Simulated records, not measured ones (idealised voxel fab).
process module | voxel self aligned contacts
cross-section cut | 260 nm wide | cells 5 nm
A cross-section is a grid of square cells, given in bands from the top down. A band is one or more rows of cells.
Each band's line starts with the height of the band's top and of its bottom, in nm. Then come its materials from left to right, each with its width in nm. One material with "throughout" fills the band from edge to edge. "air" is empty space.
Height 0 is the level under which the wafer as received is all one material. The lowest band goes on downwards, as in "0 down".
A width such as "30 to 40" changes by the same amount from each row of cells to the next, from the band's top row to its bottom row.
"no change" after a step means that no cell of the cross-section changed.
closed voids: empty space of 8 cells or more with no open way to the top, each as width x height at its distance from the left edge, in nm
after a step's settings: what the simulator itself notes on the step
overlay nm, on a step with a mask: how far to the right of its planned place the mask lay; to the left if negative
plan
1 op RECEIVE | material Si
2 op OXIDIZE | depth nm 5
3 op DIRECTIONAL_DEP | material polySi | thk nm 25
4 op DIRECTIONAL_DEP | material SiN | thk nm 25
5 op MASKED_ETCH | tone cover | mask id GATE | width nm 30 | pitch nm 75 | etch materials SiN | depth nm 25 | overlay nm 0
6 op MASKED_ETCH | tone cover | mask id GATE | width nm 30 | pitch nm 75 | etch materials polySi | depth nm 25 | overlay nm 0
7 op CONFORMAL_DEP | material SiN | thk nm 10
8 op DIRECTIONAL_ETCH | etch materials SiN | depth nm 10
9 op FILL_DEP | material SiO2 | thk nm 15
10 op CMP | height nm 60
11 op DIRECTIONAL_DEP | material aC | thk nm 10
12 op PATTERN | tone open | mask id CONTACT | material resist | width nm 55 | pitch nm 75 | thk nm 30 | overlay nm 0
13 op DIRECTIONAL_ETCH | etch materials aC | depth nm 10
14 op STRIP | etch materials resist
15 op DIRECTIONAL_ETCH | etch materials SiO2 | depth nm 65
16 op STRIP | etch materials aC
17 op CONFORMAL_DEP | material TiN | thk nm 5
18 op FILL_DEP | material Ru | thk nm 10
19 op CMP | height nm 60
20 op CONFORMAL_DEP | material SiCN | thk nm 5
first wafer, as planned
as received, after step 1
  0 down: Si throughout
  closed voids: none
after step 2
  0 to -5: SiO2 throughout
  below -5: unchanged
after step 3
  25 to 0: polySi throughout
  below 0: unchanged
after step 4
  50 to 25: SiN throughout
  below 25: unchanged
after step 5
  50 to 25: air 40 | SiN 30 | air 45 | SiN 30 | air 45 | SiN 30 | air 40
  below 25: unchanged
after step 6
  50 to 25: air 40 | SiN 30 | air 45 | SiN 30 | air 45 | SiN 30 | air 40
  25 to 0: air 40 | polySi 30 | air 45 | polySi 30 | air 45 | polySi 30 | air 40
  below 0: unchanged
after step 7
  60 to 25: air 30 | SiN 50 | air 25 | SiN 50 | air 25 | SiN 50 | air 30
  25 to 10: air 30 | SiN 10 | polySi 30 | SiN 10 | air 25 | SiN 10 | polySi 30 | SiN 10 | air 25 | SiN 10 | polySi 30 | SiN 10 | air 30
  10 to 0: SiN 40 | polySi 30 | SiN 45 | polySi 30 | SiN 45 | polySi 30 | SiN 40
  below 0: unchanged
after step 8
  50 to 25: air 30 | SiN 50 | air 25 | SiN 50 | air 25 | SiN 50 | air 30
  25 to 0: air 30 | SiN 10 | polySi 30 | SiN 10 | air 25 | SiN 10 | polySi 30 | SiN 10 | air 25 | SiN 10 | polySi 30 | SiN 10 | air 30
  below 0: unchanged
after step 9
  65 to 50: SiO2 throughout
  50 to 25: SiO2 30 | SiN 50 | SiO2 25 | SiN 50 | SiO2 25 | SiN 50 | SiO2 30
  25 to 0: SiO2 30 | SiN 10 | polySi 30 | SiN 10 | SiO2 25 | SiN 10 | polySi 30 | SiN 10 | SiO2 25 | SiN 10 | polySi 30 | SiN 10 | SiO2 30
  below 0: unchanged
after step 10
  60 to 50: SiO2 throughout
  below 50: unchanged
after step 11
  70 to 60: aC throughout
  below 60: unchanged
after step 12
  100 to 70: resist 65 | air 55 | resist 20 | air 55 | resist 65
  below 70: unchanged
after step 13
  90 to 70: resist 65 | air 55 | resist 20 | air 55 | resist 65
  70 to 60: aC 65 | air 55 | aC 20 | air 55 | aC 65
  below 60: unchanged
after step 14
  70 to 60: aC 65 | air 55 | aC 20 | air 55 | aC 65
  below 60: unchanged
after step 15
  70 to 60: aC 65 | air 55 | aC 20 | air 55 | aC 65
  60 to 50: SiO2 65 | air 55 | SiO2 20 | air 55 | SiO2 65
  50 to 25: SiO2 30 | SiN 50 | air 25 | SiN 50 | air 25 | SiN 50 | SiO2 30
  25 to 0: SiO2 30 | SiN 10 | polySi 30 | SiN 10 | air 25 | SiN 10 | polySi 30 | SiN 10 | air 25 | SiN 10 | polySi 30 | SiN 10 | SiO2 30
  0 to -5: SiO2 80 | air 25 | SiO2 50 | air 25 | SiO2 80
  below -5: unchanged
after step 16
  60 to 50: SiO2 65 | air 55 | SiO2 20 | air 55 | SiO2 65
  below 50: unchanged
after step 17
  65 to 60: TiN 70 | air 45 | TiN 30 | air 45 | TiN 70
  60 to 50: SiO2 65 | TiN 5 to 20 | air 45 to 15 | TiN 5 to 20 | SiO2 20 | TiN 5 to 20 | air 45 to 15 | TiN 5 to 20 | SiO2 65
  50 to 25: SiO2 30 | SiN 50 | TiN 5 | air 15 | TiN 5 | SiN 50 | TiN 5 | air 15 | TiN 5 | SiN 50 | SiO2 30
  25 to 0: SiO2 30 | SiN 10 | polySi 30 | SiN 10 | TiN 5 | air 15 | TiN 5 | SiN 10 | polySi 30 | SiN 10 | TiN 5 | air 15 | TiN 5 | SiN 10 | polySi 30 | SiN 10 | SiO2 30
  0 to -5: SiO2 80 | TiN 25 | SiO2 50 | TiN 25 | SiO2 80
  below -5: unchanged
after step 18
  75 to 65: Ru throughout
  65 to 60: TiN 70 | Ru 45 | TiN 30 | Ru 45 | TiN 70
  60 to 50: SiO2 65 | TiN 5 to 20 | Ru 45 to 15 | TiN 5 to 20 | SiO2 20 | TiN 5 to 20 | Ru 45 to 15 | TiN 5 to 20 | SiO2 65
  50 to 25: SiO2 30 | SiN 50 | TiN 5 | Ru 15 | TiN 5 | SiN 50 | TiN 5 | Ru 15 | TiN 5 | SiN 50 | SiO2 30
  25 to 0: SiO2 30 | SiN 10 | polySi 30 | SiN 10 | TiN 5 | Ru 15 | TiN 5 | SiN 10 | polySi 30 | SiN 10 | TiN 5 | Ru 15 | TiN 5 | SiN 10 | polySi 30 | SiN 10 | SiO2 30
  below 0: unchanged
after step 19
  60 to 50: SiO2 65 | TiN 5 to 20 | Ru 45 to 15 | TiN 5 to 20 | SiO2 20 | TiN 5 to 20 | Ru 45 to 15 | TiN 5 to 20 | SiO2 65
  below 50: unchanged
after step 20
  65 to 60: SiCN throughout
  below 60: unchanged
second wafer: like start, like plan, one mistake. Through step 18 it matches the first wafer
when step 19 should have ended: no change
when step 20 should have ended
  80 to 75: SiCN throughout
  below 75: unchanged
what went wrong: step 19 was left out
at the end the second wafer has, in cells: 122 more of Ru | 34 more of TiN
